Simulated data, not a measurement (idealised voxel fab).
process module | voxel self aligned vias
cross-section cut | 235 nm wide | cells 5 nm
A cross-section is a grid of square cells, given in bands from the top down. A band is one or more rows of cells.
Each band's line starts with the height of the band's top and of its bottom, in nm. Then come its materials from left to right, each with its width in nm. One material with "throughout" fills the band from edge to edge. "air" is empty space.
Height 0 is the level under which the wafer as received is all one material. The lowest band goes on downwards, as in "0 down".
A width such as "30 to 40" changes by the same amount from each row of cells to the next, from the band's top row to its bottom row.
"no change" after a step means that no cell of the cross-section changed.
closed voids: empty space of 8 cells or more with no open way to the top, each as width x height at its distance from the left edge, in nm
after a step's settings: what the simulator itself notes on the step
overlay nm, on a step with a mask: how far to the right of its planned place the mask lay; to the left if negative
plan
1 op RECEIVE | material Si
2 op CONFORMAL_DEP | material SiO2 | thk nm 10
3 op CONFORMAL_DEP | material SiCN | thk nm 5
4 op DIRECTIONAL_DEP | material lowk | thk nm 30
5 op PATTERN | tone open | mask id LINES | material resist | width nm 25 | pitch nm 65 | thk nm 15 | overlay nm 0
6 op DIRECTIONAL_ETCH | etch materials lowk | depth nm 30
7 op STRIP | etch materials resist
8 op CONFORMAL_DEP | material TiN | thk nm 5
9 op FILL_DEP | material Ru | thk nm 5
10 op CMP | height nm 45
11 op SELECTIVE_ETCH | etch materials W Ru TiN | depth nm 5
12 op FILL_DEP | material SiN | thk nm 5
13 op CMP | height nm 45
14 op DIRECTIONAL_DEP | material lowk | thk nm 20
15 op MASKED_ETCH | tone open | mask id VIAS | width nm 35 | pitch nm 65 | etch materials lowk | depth nm 20 | overlay nm 0
16 op MASKED_ETCH | tone open | mask id VIAS | width nm 35 | pitch nm 65 | etch materials SiN | depth nm 5 | overlay nm 0
17 op CONFORMAL_DEP | material TiN | thk nm 5
18 op FILL_DEP | material W | thk nm 10
19 op CMP | height nm 65
20 op CONFORMAL_DEP | material SiN | thk nm 5
as received, after step 1
  0 down: Si throughout
  closed voids: none
first wafer at the end, as planned
  70 to 65: SiN throughout
  65 to 50: lowk 35 | TiN 5 | W 25 | TiN 5 | lowk 30 | TiN 5 | W 25 | TiN 5 | lowk 30 | TiN 5 | W 25 | TiN 5 | lowk 35
  50 to 45: lowk 35 | TiN 10 | W 15 | TiN 10 | lowk 30 | TiN 10 | W 15 | TiN 10 | lowk 30 | TiN 10 | W 15 | TiN 10 | lowk 35
  45 to 40: lowk 40 | TiN 25 | lowk 40 | TiN 25 | lowk 40 | TiN 25 | lowk 40
  40 to 20: lowk 40 | TiN 5 | Ru 15 | TiN 5 | lowk 40 | TiN 5 | Ru 15 | TiN 5 | lowk 40 | TiN 5 | Ru 15 | TiN 5 | lowk 40
  20 to 15: lowk 40 | TiN 25 | lowk 40 | TiN 25 | lowk 40 | TiN 25 | lowk 40
  15 to 10: SiCN throughout
  10 to 0: SiO2 throughout
  0 down: Si throughout
  closed voids: none
second wafer at the end: like start, like plan, one mistake
  85 to 80: SiN throughout
  80 to 70: W throughout
  70 to 65: TiN 40 | W 25 | TiN 40 | W 25 | TiN 40 | W 25 | TiN 40
  65 to 50: lowk 35 | TiN 5 | W 25 | TiN 5 | lowk 30 | TiN 5 | W 25 | TiN 5 | lowk 30 | TiN 5 | W 25 | TiN 5 | lowk 35
  50 to 45: lowk 35 | TiN 10 | W 15 | TiN 10 | lowk 30 | TiN 10 | W 15 | TiN 10 | lowk 30 | TiN 10 | W 15 | TiN 10 | lowk 35
  45 to 40: lowk 40 | TiN 25 | lowk 40 | TiN 25 | lowk 40 | TiN 25 | lowk 40
  40 to 20: lowk 40 | TiN 5 | Ru 15 | TiN 5 | lowk 40 | TiN 5 | Ru 15 | TiN 5 | lowk 40 | TiN 5 | Ru 15 | TiN 5 | lowk 40
  20 to 15: lowk 40 | TiN 25 | lowk 40 | TiN 25 | lowk 40 | TiN 25 | lowk 40
  15 to 10: SiCN throughout
  10 to 0: SiO2 throughout
  0 down: Si throughout
  closed voids: none
what went wrong: step 19 was left out
at the end the second wafer has, in cells: 32 more of TiN | 109 more of W
